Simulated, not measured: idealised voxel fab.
The process module presented herein is designated voxel released beams.
The figure presents cross-section cut, which has a width of 220 nm and is divided into square cells with an edge length of 5 nm.
Notation: cross-section as square-cell grid; stated in bands, top first, going down; one or more cell rows per band. Band: top height; bottom height; in nm. Then, left to right: material with width in nm, for each material. "all across": a single material spanning edge to edge. "blank": empty space. Note: height 0 marks the level under which the wafer is uniformly one material as received. Lowest band unbounded below, written "0 down". Top row gets the first number, bottom row gets the second, and each row in between changes by the same step: that is how a band width like "30 to 40" works. For the purposes of this document, the phrase "nothing altered" attached to a step denotes that no cell within the cross-section was modified by that step. Basically, "Catalogued sealed voids" tells you about the enclosed voids: empty spaces with no open way to the top, 8 cells or bigger, each written width x height at distance, where distance is from the left edge, all in nm. Heads up: the bit after the settings on a step's line is the simulator's remark on that step. A step line may carry the setting "overlay nm", which, for steps involving a mask, states the distance by which the mask lay to the right of its intended position; negative values denote displacement to the left.
These are the steps we planned for the process
1) RECEIVE [material Si]
2) CONFORMAL_DEP [material SiN] [thk nm 5]
3) DIRECTIONAL_DEP [material SiO2] [thk nm 10]
4) MASKED_ETCH [tone open] [mask id ANCHOR] [width nm 35] [etch materials SiO2] [depth nm 10] [overlay nm 0]
5) CONFORMAL_DEP [material W] [thk nm 10]
6) MASKED_ETCH [tone cover] [mask id BEAM] [width nm 120] [etch materials W] [depth nm 10] [overlay nm 0]
7) STRIP [etch materials SiO2]
First of two wafers - as planned
Cross-section of the incoming wafer, state after step 1
- 0 down = Si all across
- Catalogued sealed voids: none
You're looking at a cross-section of the wafer after step 2
- 5 to 0 = SiN all across
- Below a height of 0, the structure has not been altered.
You're looking at a cross-section of the wafer after step 3
- 15 to 5 = SiO2 all across
- Below a height of 5, the structure has not been altered.
You're looking at a cross-section of the wafer after step 4
- 15 to 5 = SiO2=50 / blank=35 / SiO2=135
- Below a height of 5, the structure has not been altered.
You're looking at a cross-section of the wafer after step 5
- 25 to 15 = W=60 / blank=15 / W=145
- 15 to 5 = SiO2=50 / W=35 / SiO2=135
- Below a height of 5, the structure has not been altered.
You're looking at a cross-section of the wafer after step 6
- 25 to 15 = blank=45 / W=15 / blank=15 / W=90 / blank=55
- Below a height of 15, the structure has not been altered.
You're looking at a cross-section of the wafer after step 7
- 25 to 15 = blank=45 / W=15 / blank=15 / W=90 / blank=55
- 15 to 5 = blank=50 / W=35 / blank=135
- Below a height of 5, the structure has not been altered.
Second wafer: same start and same plan as the first, one execution error; identical to the first through step 1
Second wafer, cut view, end of step 2 per plan
- 10 to 0 = SiO2 all across
- Below a height of 0, the structure has not been altered.
Second wafer, cut view, end of step 3 per plan
- 15 to 10 = SiN all across
- Below a height of 10, the structure has not been altered.
Second wafer, cut view, end of step 4 per plan: nothing altered
Second wafer, cut view, end of step 5 per plan
- 25 to 15 = W all across
- Below a height of 15, the structure has not been altered.
Second wafer, cut view, end of step 6 per plan
- 25 to 15 = blank=45 / W=120 / blank=55
- Below a height of 15, the structure has not been altered.
Second wafer, cut view, end of step 7 per plan: nothing altered
Finding, execution versus plan: steps 2 and 3 swapped
Final comparison by cell count, materials where the second wafer has more or fewer than the first: 88 more of SiO2, 8 fewer of W
